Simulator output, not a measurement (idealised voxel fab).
This is a process module. Its name is voxel air gaps.
Displayed cross-section: cut, width of 195 nm, square cells sized 5 nm.
How to read a cross-section here: the picture is a grid of square cells, written as bands going from the top down, and any band can span one or more rows of cells.
The band entry comprises the height of the band's top followed by the height of its bottom, expressed in nm, and subsequently the band's materials from left to right, each stated together with its width in nm. Where a single material is marked with the word "throughout", that material fills the band from edge to edge. The word "empty" represents empty space.
All heights in this document are referenced to 0, defined as the level beneath which the wafer, as received, consists entirely of one material. The lowest band is not bounded below; it extends indefinitely downward and is written in the form "0 -> down".
So if you see something like "30->40" for the width, read it as the top row of the band sitting at the first number and the bottom row at the second, with every row in between moving by the same amount as the last.
Any step labelled "everything unchanged" changed none of the cells in the cross-section.
Basically, "Enclosed internal voids" tells you about the enclosed voids: empty spaces with no open way to the top, 8 cells or bigger, each written width x height at distance, where distance is from the left edge, all in nm.
Where a step's line continues beyond its settings, the continuation is a remark by the simulator itself on that step.
You can add "overlay nm" to a step's line. For a step with a mask, it describes how far the mask lay to the right of its planned position, and a negative number describes a lay to the left.

**Set out below are the planned steps of the process**
1,RECEIVE,material Si
2,CONFORMAL_DEP,material SiO2,thk nm 15
3,CONFORMAL_DEP,material SiN,thk nm 5
4,DIRECTIONAL_DEP,material SiO2,thk nm 40
5,DIRECTIONAL_DEP,material aC,thk nm 15
6,PATTERN,tone open,mask id LINES,material resist,width nm 15,pitch nm 45,thk nm 35,overlay nm 0
7,DIRECTIONAL_ETCH,etch materials aC,depth nm 15
8,STRIP,etch materials resist
9,DIRECTIONAL_ETCH,etch materials SiO2,depth nm 40
10,STRIP,etch materials aC
11,CONFORMAL_DEP,material TiN,thk nm 5
12,FILL_DEP,material W,thk nm 5
13,CMP,height nm 60
14,EPI,material Ru,thk nm 10
15,SELECTIVE_ETCH,etch materials SiO2,depth nm 50
16,CONFORMAL_DEP,material SiN,thk nm 5

**Of two wafers, the first: run according to plan**

**Cross-section of the incoming wafer, state after step 1**
	0 -> down  Si throughout
	Enclosed internal voids: none

**After step 2, in cross-section**
	15 -> 0  SiO2 throughout
	Rest of section, below 0: as before.

**After step 3, in cross-section**
	20 -> 15  SiN throughout
	Rest of section, below 15: as before.

**After step 4, in cross-section**
	60 -> 20  SiO2 throughout
	Rest of section, below 20: as before.

**After step 5, in cross-section**
	75 -> 60  aC throughout
	Rest of section, below 60: as before.

**After step 6, in cross-section**
	110 -> 75  45 nm resist  15 nm empty  30 nm resist  15 nm empty  30 nm resist  15 nm empty  45 nm resist
	Rest of section, below 75: as before.

**After step 7, in cross-section**
	95 -> 75  45 nm resist  15 nm empty  30 nm resist  15 nm empty  30 nm resist  15 nm empty  45 nm resist
	75 -> 60  45 nm aC  15 nm empty  30 nm aC  15 nm empty  30 nm aC  15 nm empty  45 nm aC
	Rest of section, below 60: as before.

**After step 8, in cross-section**
	75 -> 60  45 nm aC  15 nm empty  30 nm aC  15 nm empty  30 nm aC  15 nm empty  45 nm aC
	Rest of section, below 60: as before.

**After step 9, in cross-section**
	75 -> 60  45 nm aC  15 nm empty  30 nm aC  15 nm empty  30 nm aC  15 nm empty  45 nm aC
	60 -> 20  45 nm SiO2  15 nm empty  30 nm SiO2  15 nm empty  30 nm SiO2  15 nm empty  45 nm SiO2
	Rest of section, below 20: as before.

**After step 10, in cross-section**
	60 -> 20  45 nm SiO2  15 nm empty  30 nm SiO2  15 nm empty  30 nm SiO2  15 nm empty  45 nm SiO2
	Rest of section, below 20: as before.

**After step 11, in cross-section**
	65 -> 60  50 nm TiN  5 nm empty  40 nm TiN  5 nm empty  40 nm TiN  5 nm empty  50 nm TiN
	60 -> 25  45 nm SiO2  5 nm TiN  5 nm empty  5 nm TiN  30 nm SiO2  5 nm TiN  5 nm empty  5 nm TiN  30 nm SiO2  5 nm TiN  5 nm empty  5 nm TiN  45 nm SiO2
	25 -> 20  45 nm SiO2  15 nm TiN  30 nm SiO2  15 nm TiN  30 nm SiO2  15 nm TiN  45 nm SiO2
	Rest of section, below 20: as before.

**After step 12, in cross-section**
	70 -> 65  W throughout
	65 -> 60  50 nm TiN  5 nm W  40 nm TiN  5 nm W  40 nm TiN  5 nm W  50 nm TiN
	60 -> 25  45 nm SiO2  5 nm TiN  5 nm W  5 nm TiN  30 nm SiO2  5 nm TiN  5 nm W  5 nm TiN  30 nm SiO2  5 nm TiN  5 nm W  5 nm TiN  45 nm SiO2
	Rest of section, below 25: as before.

**After step 13, in cross-section**
	60 -> 25  45 nm SiO2  5 nm TiN  5 nm W  5 nm TiN  30 nm SiO2  5 nm TiN  5 nm W  5 nm TiN  30 nm SiO2  5 nm TiN  5 nm W  5 nm TiN  45 nm SiO2
	Rest of section, below 25: as before.

**After step 14, in cross-section**
	70 -> 60  35 nm empty  35 nm Ru  10 nm empty  35 nm Ru  10 nm empty  35 nm Ru  35 nm empty
	Rest of section, below 60: as before.

**After step 15, in cross-section**
	70 -> 60  35 nm empty  35 nm Ru  10 nm empty  35 nm Ru  10 nm empty  35 nm Ru  35 nm empty
	60 -> 25  45 nm empty  5 nm TiN  5 nm W  5 nm TiN  30 nm empty  5 nm TiN  5 nm W  5 nm TiN  30 nm empty  5 nm TiN  5 nm W  5 nm TiN  45 nm empty
	25 -> 20  45 nm empty  15 nm TiN  30 nm empty  15 nm TiN  30 nm empty  15 nm TiN  45 nm empty
	Rest of section, below 20: as before.

**After step 16, in cross-section**
	75 -> 70  30 nm empty  135 nm SiN  30 nm empty
	70 -> 60  30 nm empty  5 nm SiN  35 nm Ru  10 nm SiN  35 nm Ru  10 nm SiN  35 nm Ru  5 nm SiN  30 nm empty
	60 -> 55  30 nm empty  15 nm SiN  5 nm TiN  5 nm W  5 nm TiN  30 nm SiN  5 nm TiN  5 nm W  5 nm TiN  30 nm SiN  5 nm TiN  5 nm W  5 nm TiN  15 nm SiN  30 nm empty
	55 -> 25  40 nm empty  5 nm SiN  5 nm TiN  5 nm W  5 nm TiN  5 nm SiN  20 nm empty  5 nm SiN  5 nm TiN  5 nm W  5 nm TiN  5 nm SiN  20 nm empty  5 nm SiN  5 nm TiN  5 nm W  5 nm TiN  5 nm SiN  40 nm empty
	25 -> 20  45 nm SiN  15 nm TiN  30 nm SiN  15 nm TiN  30 nm SiN  15 nm TiN  45 nm SiN
	Rest of section, below 20: as before.
	Enclosed internal voids: 20 x 30 at 65; 20 x 30 at 110

**The second wafer was prepared from the same starting point and under the same plan as the first; its processing contained one mistake, and it remains indistinguishable from the first wafer up to and including step 13**

**Cross-section of the second wafer at the time by which step 14 should have been completed according to the plan**
	80 -> 60  25 nm empty  145 nm Ru  25 nm empty
	Rest of section, below 60: as before.

**Cross-section of the second wafer at the time by which step 15 should have been completed according to the plan**
	80 -> 60  25 nm empty  145 nm Ru  25 nm empty
	60 -> 25  45 nm empty  5 nm TiN  5 nm W  5 nm TiN  30 nm SiO2  5 nm TiN  5 nm W  5 nm TiN  30 nm SiO2  5 nm TiN  5 nm W  5 nm TiN  45 nm empty
	25 -> 20  45 nm empty  15 nm TiN  30 nm SiO2  15 nm TiN  30 nm SiO2  15 nm TiN  45 nm empty
	Rest of section, below 20: as before.

**Cross-section of the second wafer at the time by which step 16 should have been completed according to the plan**
	85 -> 80  20 nm empty  155 nm SiN  20 nm empty
	80 -> 60  20 nm empty  5 nm SiN  145 nm Ru  5 nm SiN  20 nm empty
	60 -> 55  20 nm empty  25 nm SiN  5 nm TiN  5 nm W  5 nm TiN  30 nm SiO2  5 nm TiN  5 nm W  5 nm TiN  30 nm SiO2  5 nm TiN  5 nm W  5 nm TiN  25 nm SiN  20 nm empty
	55 -> 25  40 nm empty  5 nm SiN  5 nm TiN  5 nm W  5 nm TiN  30 nm SiO2  5 nm TiN  5 nm W  5 nm TiN  30 nm SiO2  5 nm TiN  5 nm W  5 nm TiN  5 nm SiN  40 nm empty
	25 -> 20  45 nm SiN  15 nm TiN  30 nm SiO2  15 nm TiN  30 nm SiO2  15 nm TiN  45 nm SiN
	Rest of section, below 20: as before.
Here's what went sideways: step 14 of the plan saw execution twice
FYI, end of process, the second wafer has more or fewer cells of some materials than the first: Ru +74 | SiN -44 | SiO2 +96
On completion, 0 closed voids are found in the second wafer, whereas the first wafer has 2.
